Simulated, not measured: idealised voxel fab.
process module | voxel self aligned vias
cross-section cut | 255 nm wide | cells 5 nm
A cross-section is a grid of square cells, given in bands from the top down. A band is one or more rows of cells.
Each band's line starts with the height of the band's top and of its bottom, in nm. Then come its materials from left to right, each with its width in nm. One material with "throughout" fills the band from edge to edge. "air" is empty space.
Height 0 is the level under which the wafer as received is all one material. The lowest band goes on downwards, as in "0 down".
A width such as "30 to 40" changes by the same amount from each row of cells to the next, from the band's top row to its bottom row.
"no change" after a step means that no cell of the cross-section changed.
closed voids: empty space of 8 cells or more with no open way to the top, each as width x height at its distance from the left edge, in nm
after a step's settings: what the simulator itself notes on the step
overlay nm, on a step with a mask: how far to the right of its planned place the mask lay; to the left if negative
plan
1 op RECEIVE | material Si
2 op CONFORMAL_DEP | material SiO2 | thk nm 15
3 op CONFORMAL_DEP | material SiCN | thk nm 5
4 op DIRECTIONAL_DEP | material SiO2 | thk nm 25
5 op PATTERN | tone open | mask id LINES | material resist | width nm 25 | pitch nm 65 | thk nm 20 | overlay nm 0
6 op DIRECTIONAL_ETCH | etch materials SiO2 | depth nm 25
7 op STRIP | etch materials resist
8 op CONFORMAL_DEP | material TiN | thk nm 5
9 op FILL_DEP | material W | thk nm 10
10 op CMP | height nm 45
11 op SELECTIVE_ETCH | etch materials W Ru TiN | depth nm 5
12 op FILL_DEP | material SiN | thk nm 10
13 op CMP | height nm 45
14 op DIRECTIONAL_DEP | material SiO2 | thk nm 20
15 op DIRECTIONAL_DEP | material aC | thk nm 15
16 op PATTERN | tone open | mask id VIAS | material resist | width nm 45 | pitch nm 65 | thk nm 30 | overlay nm 0
17 op DIRECTIONAL_ETCH | etch materials aC | depth nm 15
18 op STRIP | etch materials resist
19 op DIRECTIONAL_ETCH | etch materials SiO2 | depth nm 20
20 op DIRECTIONAL_ETCH | etch materials SiN | depth nm 5
21 op STRIP | etch materials aC
22 op CONFORMAL_DEP | material TiN | thk nm 5
23 op FILL_DEP | material W | thk nm 5
24 op CMP | height nm 65
25 op CONFORMAL_DEP | material SiN | thk nm 5
as received, after step 1
  0 down: Si throughout
  closed voids: none
a wafer at the end: this start, this plan, one mistake
  70 to 65: SiN throughout
  65 to 50: SiO2 40 | TiN 5 | W 35 | TiN 5 | SiO2 20 | TiN 5 | W 35 | TiN 5 | SiO2 20 | TiN 5 | W 35 | TiN 5 | SiO2 40
  50 to 45: SiO2 40 | TiN 15 | W 15 | TiN 15 | SiO2 20 | TiN 15 | W 15 | TiN 15 | SiO2 20 | TiN 15 | W 15 | TiN 15 | SiO2 40
  45 to 40: SiO2 50 | TiN 25 | SiO2 40 | TiN 25 | SiO2 40 | TiN 25 | SiO2 50
  40 to 30: SiO2 50 | TiN 5 | W 15 | TiN 5 | SiO2 40 | TiN 5 | W 15 | TiN 5 | SiO2 40 | TiN 5 | W 15 | TiN 5 | SiO2 50
  30 to 25: SiO2 50 | TiN 25 | SiO2 40 | TiN 25 | SiO2 40 | TiN 25 | SiO2 50
  25 to 20: SiCN throughout
  20 to 0: SiO2 throughout
  0 down: Si throughout
  closed voids: none
what went wrong: step 2 ran as: op CONFORMAL_DEP | material SiO2 | thk nm 20
